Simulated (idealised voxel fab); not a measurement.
Process module in this document: voxel gate over fins
Square cell edge 5 nm, section width 280 nm, ID cut.
Cross-section format: a grid of square cells, given as bands from top to bottom; each band is one or more rows of cells. The band entry comprises the height of the band's top followed by the height of its bottom, expressed in nm, and subsequently the band's materials from left to right, each stated together with its width in nm. Where a single material is marked with the word "full width", that material fills the band from edge to edge. The word "air" represents empty space. Convention: height 0 is the level below which the wafer, as received, is all one material. The lowest band does not terminate at the bottom but continues downward, represented as "0..down". A width such as "30 to 40" changes by the same amount from each row of cells to the next, from the band's top row to its bottom row. When a step is marked "nothing was modified", none of the cells in the cross-section changed during that step. Voids lacking openings: empty space of 8 cells or more with no open way to the top, each as width x height at its distance from the left edge, in nm. Anything after a step's settings on that line? It's the simulator's own note about the step. The "overlay nm" setting may appear on a step's line; for a step that uses a mask, it gives how far to the right of its planned position the mask lay, and a negative value indicates the left.

Here's what the planned process steps look like:
step 1: RECEIVE (material Si)
step 2: CONFORMAL_DEP (material SiN; thk nm 10)
step 3: PATTERN (tone cover; mask id FINS; material resist; width nm 15; pitch nm 45; thk nm 20; overlay nm 0)
step 4: DIRECTIONAL_ETCH (etch materials SiN; depth nm 10)
step 5: DIRECTIONAL_ETCH (etch materials Si; depth nm 25)
step 6: STRIP (etch materials resist)
step 7: OXIDIZE (depth nm 5)
step 8: FILL_DEP (material SiO2; thk nm 10)
step 9: CMP (height nm 10)
step 10: SELECTIVE_ETCH (etch materials SiO2; depth nm 20)
step 11: STRIP (etch materials SiN)
step 12: CONFORMAL_DEP (material HfO2; thk nm 5)
step 13: CONFORMAL_DEP (material TiN; thk nm 5)
step 14: CONFORMAL_DEP (material TiAl; thk nm 5)
step 15: CONFORMAL_DEP (material TiN; thk nm 5)
step 16: FILL_DEP (material W; thk nm 10)
step 17: CMP (height nm 25)
step 18: CONFORMAL_DEP (material SiN; thk nm 10)
Quick note for whoever runs this: the wafers start identical, but the depth nm at step 5 isn't the same across them. The plan just shows what the first wafer had.

Cross-section of the first of several received wafers, showing its state after step 1:
  0..down = Si full width
  Voids lacking openings: none

End-of-module cross-section, first of several wafers, after last step 18:
  35..25 = SiN full width
  25..20 = W full width
  20..15 = 95 nm W  90 nm TiN  95 nm W
  15..10 = 95 nm W  5 nm TiN  35 nm TiAl  10 nm TiN  35 nm TiAl  5 nm TiN  95 nm W
  10..5 = 100 nm TiN  5 nm TiAl  25 nm TiN  5 nm TiAl  10 nm TiN  5 nm TiAl  25 nm TiN  5 nm TiAl  100 nm TiN
  5..0 = 105 nm TiAl  5 nm TiN  15 nm HfO2  5 nm TiN  20 nm TiAl  5 nm TiN  15 nm HfO2  5 nm TiN  105 nm TiAl
  0..-5 = 110 nm TiN  5 nm HfO2  5 nm Si  5 nm HfO2  30 nm TiN  5 nm HfO2  5 nm Si  5 nm HfO2  110 nm TiN
  -5..-10 = 115 nm HfO2  5 nm Si  40 nm HfO2  5 nm Si  115 nm HfO2
  -10..-30 = 115 nm SiO2  5 nm Si  40 nm SiO2  5 nm Si  115 nm SiO2
  -30..down = Si full width
  Voids lacking openings: none

The final wafer, sectioned at module end:
  35..25 = SiN full width
  25..20 = W full width
  20..15 = 95 nm W  90 nm TiN  95 nm W
  15..10 = 95 nm W  5 nm TiN  35 nm TiAl  10 nm TiN  35 nm TiAl  5 nm TiN  95 nm W
  10..5 = 100 nm TiN  5 nm TiAl  25 nm TiN  5 nm TiAl  10 nm TiN  5 nm TiAl  25 nm TiN  5 nm TiAl  100 nm TiN
  5..0 = 105 nm TiAl  5 nm TiN  15 nm HfO2  5 nm TiN  20 nm TiAl  5 nm TiN  15 nm HfO2  5 nm TiN  105 nm TiAl
  0..-5 = 110 nm TiN  5 nm HfO2  5 nm Si  5 nm HfO2  30 nm TiN  5 nm HfO2  5 nm Si  5 nm HfO2  110 nm TiN
  -5..-10 = 115 nm HfO2  5 nm Si  40 nm HfO2  5 nm Si  115 nm HfO2
  -10..-55 = 115 nm SiO2  5 nm Si  40 nm SiO2  5 nm Si  115 nm SiO2
  -55..down = Si full width
  Voids lacking openings: none

End of module, by wafer: material-by-material cell gain (+) or loss (-) since receipt, then closed voids:
depth nm 25; +64 HfO2; -324 Si; +112 SiN; +216 SiO2; +64 TiAl; +128 TiN; +132 W; Voids lacking openings: none
depth nm 30; +64 HfO2; -378 Si; +112 SiN; +270 SiO2; +64 TiAl; +128 TiN; +132 W; Voids lacking openings: none
depth nm 35; +64 HfO2; -432 Si; +112 SiN; +324 SiO2; +64 TiAl; +128 TiN; +132 W; Voids lacking openings: none
depth nm 40; +64 HfO2; -486 Si; +112 SiN; +378 SiO2; +64 TiAl; +128 TiN; +132 W; Voids lacking openings: none
depth nm 45; +64 HfO2; -540 Si; +112 SiN; +432 SiO2; +64 TiAl; +128 TiN; +132 W; Voids lacking openings: none
depth nm 50; +64 HfO2; -594 Si; +112 SiN; +486 SiO2; +64 TiAl; +128 TiN; +132 W; Voids lacking openings: none
